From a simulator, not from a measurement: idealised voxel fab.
process module | voxel gate over fins
cross-section cut | 180 nm wide | cells 5 nm
A cross-section is a grid of square cells, given in bands from the top down. A band is one or more rows of cells.
Each band's line starts with the height of the band's top and of its bottom, in nm. Then come its materials from left to right, each with its width in nm. One material with "throughout" fills the band from edge to edge. "air" is empty space.
Height 0 is the level under which the wafer as received is all one material. The lowest band goes on downwards, as in "0 down".
A width such as "30 to 40" changes by the same amount from each row of cells to the next, from the band's top row to its bottom row.
"no change" after a step means that no cell of the cross-section changed.
closed voids: empty space of 8 cells or more with no open way to the top, each as width x height at its distance from the left edge, in nm
after a step's settings: what the simulator itself notes on the step
overlay nm, on a step with a mask: how far to the right of its planned place the mask lay; to the left if negative
plan
1 op RECEIVE | material Si
2 op CONFORMAL_DEP | material SiN | thk nm 5
3 op MASKED_ETCH | tone cover | mask id FINS | width nm 15 | pitch nm 55 | etch materials SiN | depth nm 5 | overlay nm 0
4 op MASKED_ETCH | tone cover | mask id FINS | width nm 15 | pitch nm 55 | etch materials Si | depth nm 35 | overlay nm 0
5 op FILL_DEP | material SiO2 | thk nm 15
6 op CMP | height nm 5
7 op MASKED_ETCH | tone open | mask id RAIL | width nm 15 | etch materials SiO2 | depth nm 35 | overlay nm 0
8 op CONFORMAL_DEP | material TiN | thk nm 5
9 op FILL_DEP | material Ru | thk nm 5
10 op CMP | height nm 5
11 op SELECTIVE_ETCH | etch materials W Ru TiN | depth nm 20
12 op FILL_DEP | material SiO2 | thk nm 5
13 op CMP | height nm 5
14 op SELECTIVE_ETCH | etch materials SiO2 | depth nm 15
15 op STRIP | etch materials SiN
16 op CONFORMAL_DEP | material HfO2 | thk nm 5
17 op CONFORMAL_DEP | material TiN | thk nm 5
18 op FILL_DEP | material W | thk nm 10
19 op CMP | height nm 15
20 op CONFORMAL_DEP | material SiCN | thk nm 10
as received, after step 1
  0 down: Si throughout
  closed voids: none
first wafer at the end, as planned
  25 to 15: SiCN throughout
  15 to 10: W throughout
  10 to 5: W 15 | TiN 35 | W 20 | TiN 35 | W 20 | TiN 35 | W 20
  5 to 0: W 15 | TiN 5 | HfO2 25 | TiN 5 | W 20 | TiN 5 | HfO2 25 | TiN 5 | W 20 | TiN 5 | HfO2 25 | TiN 5 | W 20
  0 to -5: TiN 20 | HfO2 5 | Si 15 | HfO2 5 | TiN 30 | HfO2 5 | Si 15 | HfO2 5 | TiN 30 | HfO2 5 | Si 15 | HfO2 5 | TiN 25
  -5 to -10: HfO2 25 | Si 15 | HfO2 40 | Si 15 | HfO2 40 | Si 15 | HfO2 30
  -10 to -15: SiO2 25 | Si 15 | SiO2 40 | Si 15 | SiO2 40 | Si 15 | SiO2 30
  -15 to -25: SiO2 25 | Si 15 | SiO2 10 | TiN 5 | Ru 5 | TiN 5 | SiO2 15 | Si 15 | SiO2 40 | Si 15 | SiO2 30
  -25 to -30: SiO2 25 | Si 15 | SiO2 10 | TiN 15 | SiO2 15 | Si 15 | SiO2 40 | Si 15 | SiO2 30
  -30 to -35: SiO2 25 | Si 15 | SiO2 40 | Si 15 | SiO2 40 | Si 15 | SiO2 30
  -35 down: Si throughout
  closed voids: none
second wafer at the end: like start, like plan, one mistake
  25 to 15: SiCN throughout
  15 to 10: W throughout
  10 to 5: W 15 | TiN 35 | W 20 | TiN 35 | W 20 | TiN 35 | W 20
  5 to 0: W 15 | TiN 5 | HfO2 25 | TiN 5 | W 20 | TiN 5 | HfO2 25 | TiN 5 | W 20 | TiN 5 | HfO2 25 | TiN 5 | W 20
  0 to -5: TiN 20 | HfO2 5 | Si 15 | HfO2 5 | TiN 30 | HfO2 5 | Si 15 | HfO2 5 | TiN 30 | HfO2 5 | Si 15 | HfO2 5 | TiN 25
  -5 to -10: HfO2 25 | Si 15 | HfO2 40 | Si 15 | HfO2 40 | Si 15 | HfO2 30
  -10 to -15: SiO2 25 | Si 15 | SiO2 15 | HfO2 5 | SiO2 20 | Si 15 | SiO2 40 | Si 15 | SiO2 30
  -15 to -25: SiO2 25 | Si 15 | SiO2 10 | TiN 5 | HfO2 5 | TiN 5 | SiO2 15 | Si 15 | SiO2 40 | Si 15 | SiO2 30
  -25 to -30: SiO2 25 | Si 15 | SiO2 10 | TiN 15 | SiO2 15 | Si 15 | SiO2 40 | Si 15 | SiO2 30
  -30 to -35: SiO2 25 | Si 15 | SiO2 40 | Si 15 | SiO2 40 | Si 15 | SiO2 30
  -35 down: Si throughout
  closed voids: none
what went wrong: step 9 ran as: op FILL_DEP | material SiN | thk nm 5
at the end the second wafer has, in cells: 3 more of HfO2 | 2 fewer of Ru | 1 fewer of SiO2
